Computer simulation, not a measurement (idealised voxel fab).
You're looking at the process module voxel trench capacitor.
Cross-sectional view cut (width: 260 nm; square cell size: 5 nm).
In this document a cross-section is written as a grid of square cells. It is given as a series of bands, listed from the top down, and a band is one or more rows of cells.
Heights first: top, then bottom, in nm. Then materials, left to right, each with a width in nm. "edge to edge" on a single material: fills the band edge to edge. "blank": empty space.
Heights from 0 (as-received wafer is one material below). Bottom band endless downward, as "z 0 and below".
The width entry "30 to 40" should be interpreted row by row: the top row of cells in the band takes the first number, the bottom row takes the second number, and the change between adjacent rows is uniform throughout.
Key: "everything unchanged" - step with no changed cell in the cross-section.
"Sealed void inventory": empty spaces of 8 cells or more with no open way to the top, each given as width x height at distance, distance from the left edge, all in nm.
Text after the settings on a step's line: the simulator's own remark on that step.
overlay nm: where the mask lay relative to plan, measured to the right, on steps with a mask; negatives go left.

-- This section lists the process steps that were planned
1. RECEIVE [material Si]
2. CONFORMAL_DEP [material SiN] [thk nm 5]
3. DIRECTIONAL_DEP [material aC] [thk nm 10]
4. PATTERN [tone open] [mask id TRENCH] [material resist] [width nm 20] [pitch nm 40] [thk nm 30] [overlay nm 0]
5. DIRECTIONAL_ETCH [etch materials aC] [depth nm 10]
6. STRIP [etch materials resist]
7. DIRECTIONAL_ETCH [etch materials SiN] [depth nm 5]
8. DIRECTIONAL_ETCH [etch materials Si] [depth nm 30]
9. STRIP [etch materials aC]
10. CONFORMAL_DEP [material Al2O3] [thk nm 5]
11. FILL_DEP [material polySi] [thk nm 10]
12. CMP [height nm 5]

-- Wafer as received: cross-section following step 1
z 0 and below  Si edge to edge
Sealed void inventory: none

-- Module complete - cross-section of the first of two wafers, run according to plan
z 5 to 0  100 nm SiN, then 5 nm Al2O3, then 10 nm polySi, then 5 nm Al2O3, then 20 nm SiN, then 5 nm Al2O3, then 10 nm polySi, then 5 nm Al2O3, then 100 nm SiN
z 0 to -25  100 nm Si, then 5 nm Al2O3, then 10 nm polySi, then 5 nm Al2O3, then 20 nm Si, then 5 nm Al2O3, then 10 nm polySi, then 5 nm Al2O3, then 100 nm Si
z -25 to -30  100 nm Si, then 20 nm Al2O3, then 20 nm Si, then 20 nm Al2O3, then 100 nm Si
z -30 and below  Si edge to edge
Sealed void inventory: none

-- Cross-section, second wafer: same start as the first, same plan as the first, one mistake in running it; taken at the end of the module
z 5 to 0  105 nm SiN, then 10 nm polySi, then 30 nm SiN, then 10 nm polySi, then 105 nm SiN
z 0 to -25  100 nm Si, then 5 nm SiN, then 10 nm polySi, then 5 nm SiN, then 20 nm Si, then 5 nm SiN, then 10 nm polySi, then 5 nm SiN, then 100 nm Si
z -25 to -30  100 nm Si, then 20 nm SiN, then 20 nm Si, then 20 nm SiN, then 100 nm Si
z -30 and below  Si edge to edge
Sealed void inventory: none
It is concluded that the wafer was processed incorrectly with respect to the plan, in that heads up, step 10 didn't go per plan, it actually ran as CONFORMAL_DEP [material SiN] [thk nm 5]
Final wafer comparison in cells, second versus first, more or fewer per material: -32 Al2O3; +32 SiN
